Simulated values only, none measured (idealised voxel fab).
You're looking at the process module voxel lift off.
In the cross-section labelled cut, the width is 220 nm and each square cell is 5 nm.
This document writes a cross-section as a grid whose cells are square, and gives it as bands, listed from the top down; one or more rows of cells form a band.
Per band: top height and bottom height in nm, followed by the left-to-right materials and their widths in nm; "edge to edge" marks a single material spanning edge to edge, "air" marks empty space.
It should be noted that heights are counted from 0, beneath which the wafer as supplied is of one material throughout, and that the lowest band possesses no lower boundary but continues downward, as written in "top 0, no bottom".
Top row gets the first number, bottom row gets the second, and each row in between changes by the same step: that is how a band width like "30 to 40" works.
The cross-section has no changed cell in any step marked "nothing different".
Empty spaces counting at least 8 cells and having no open way to the top are listed in "Closed voids list". The notation width x height at distance is used for each, the distance being from the left edge and all three values in nm.
Where a step's line continues beyond its settings, the continuation is a remark by the simulator itself on that step.
Steps that use a mask can have "overlay nm" on their line. It says how far the mask sat to the right of where it was meant to be. Negative means to the left.
Planned step list for the process:
| 1 | RECEIVE with material Si |
| 2 | CONFORMAL_DEP with material SiN, thk nm 15 |
| 3 | PATTERN with tone open, mask id LINES, material resist, width nm 25, pitch nm 40, thk nm 20, overlay nm -15 |
| 4 | DIRECTIONAL_DEP with material Ru, thk nm 5 |
| 5 | STRIP with etch materials resist |
| 6 | CONFORMAL_DEP with material SiN, thk nm 5 |
Same starting wafers, different overlay nm at step 3. Plan value belongs to the first wafer.
After step 1, as received: first of several wafers, cross-section:
* top 0, no bottom | Si edge to edge
* Closed voids list: none
First of several wafers in cross-section at module end, following the final step, step 6:
* top 25, bottom 20 | 35 air, 35 SiN, 5 air, 35 SiN, 5 air, 35 SiN, 70 air
* top 20, bottom 15 | 40 SiN, 25 Ru, 15 SiN, 25 Ru, 15 SiN, 25 Ru, 75 SiN
* top 15, bottom 0 | SiN edge to edge
* top 0, no bottom | Si edge to edge
* Closed voids list: none
Module end, final wafer: cross-section:
* top 25, bottom 20 | 65 air, 35 SiN, 5 air, 35 SiN, 5 air, 35 SiN, 40 air
* top 20, bottom 15 | 70 SiN, 25 Ru, 15 SiN, 25 Ru, 15 SiN, 25 Ru, 45 SiN
* top 15, bottom 0 | SiN edge to edge
* top 0, no bottom | Si edge to edge
* Closed voids list: none
Below, a row for every wafer. Read it as the end-of-module picture: for each material the wafer shows its cells gained (+) or lost (-) since it was received, and then its closed voids:
overlay nm -15, +15 Ru, +182 SiN, Closed voids list: none
overlay nm -10, +15 Ru, +182 SiN, Closed voids list: none
overlay nm -5, +15 Ru, +182 SiN, Closed voids list: none
overlay nm 0, +15 Ru, +182 SiN, Closed voids list: none
overlay nm 5, +15 Ru, +182 SiN, Closed voids list: none
overlay nm 10, +15 Ru, +182 SiN, Closed voids list: none
overlay nm 15, +15 Ru, +182 SiN, Closed voids list: none
